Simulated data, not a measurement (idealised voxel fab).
Presented below is a process module, voxel air gaps.
FYI the section here is cut, 165 nm wide, cells are 5 nm squares.
Heads up, the way a cross-section reads in here is a grid of square cells, handed over as bands from the top down, with every band being one or more rows of cells. In this notation a band is specified by the heights of its top and bottom, in that order and in nm, after which its materials appear from left to right, each paired with its width in nm. The word "full width" attached to a single material means that material fills the band from edge to edge; the word "blank" stands for empty space. We count height from 0. Below that, the starting wafer is all one material. The lowest band never ends at the bottom but goes on down; see "0 -> down" for how that is written. The notation "30 to 40" denotes a width that varies across the rows of cells in the band, beginning at the first number in the top row, finishing at the second number in the bottom row, and changing by an identical amount from each row to the next. Take "everything unchanged" at face value: in the step it is given for, the cross-section changed in none of its cells. In the "Tabulated closed voids" entry, you get each enclosed empty space of 8 cells or more, one with no open way to the top, written width x height at distance, distance from the left edge, in nm. Post-settings text on a step line: simulator's own remark regarding the step. "overlay nm" denotes, for a step that has a mask, the displacement of the mask to the right of its planned place, with negative values corresponding to the left.

The planned process steps are enumerated hereunder
1,RECEIVE | material Si
2,CONFORMAL_DEP | material SiO2 | thk nm 15
3,CONFORMAL_DEP | material SiN | thk nm 5
4,DIRECTIONAL_DEP | material SiO2 | thk nm 40
5,PATTERN | tone open | mask id LINES | material resist | width nm 15 | pitch nm 40 | thk nm 15 | overlay nm 0
6,DIRECTIONAL_ETCH | etch materials SiO2 | depth nm 40
7,STRIP | etch materials resist
8,CONFORMAL_DEP | material TiN | thk nm 5
9,FILL_DEP | material W | thk nm 10
10,CMP | height nm 60
11,EPI | material Ru | thk nm 10
12,SELECTIVE_ETCH | etch materials SiO2 | depth nm 50
13,CONFORMAL_DEP | material SiCN | thk nm 5

Cross-section: wafer on arrival = after step 1
	0 -> down = Si full width
	Tabulated closed voids: none

Figure: cross-sectional view of the wafer upon completion of the module, processed from the initial state and according to the plan depicted above, with one error introduced during execution
	65 -> 60 = SiCN full width
	60 -> 55 = SiN full width
	55 -> 0 = SiO2 full width
	0 -> down = Si full width
	Tabulated closed voids: none
Heads up, the wafer didn't run the way we planned it: plan steps 3 and 4 run swapped
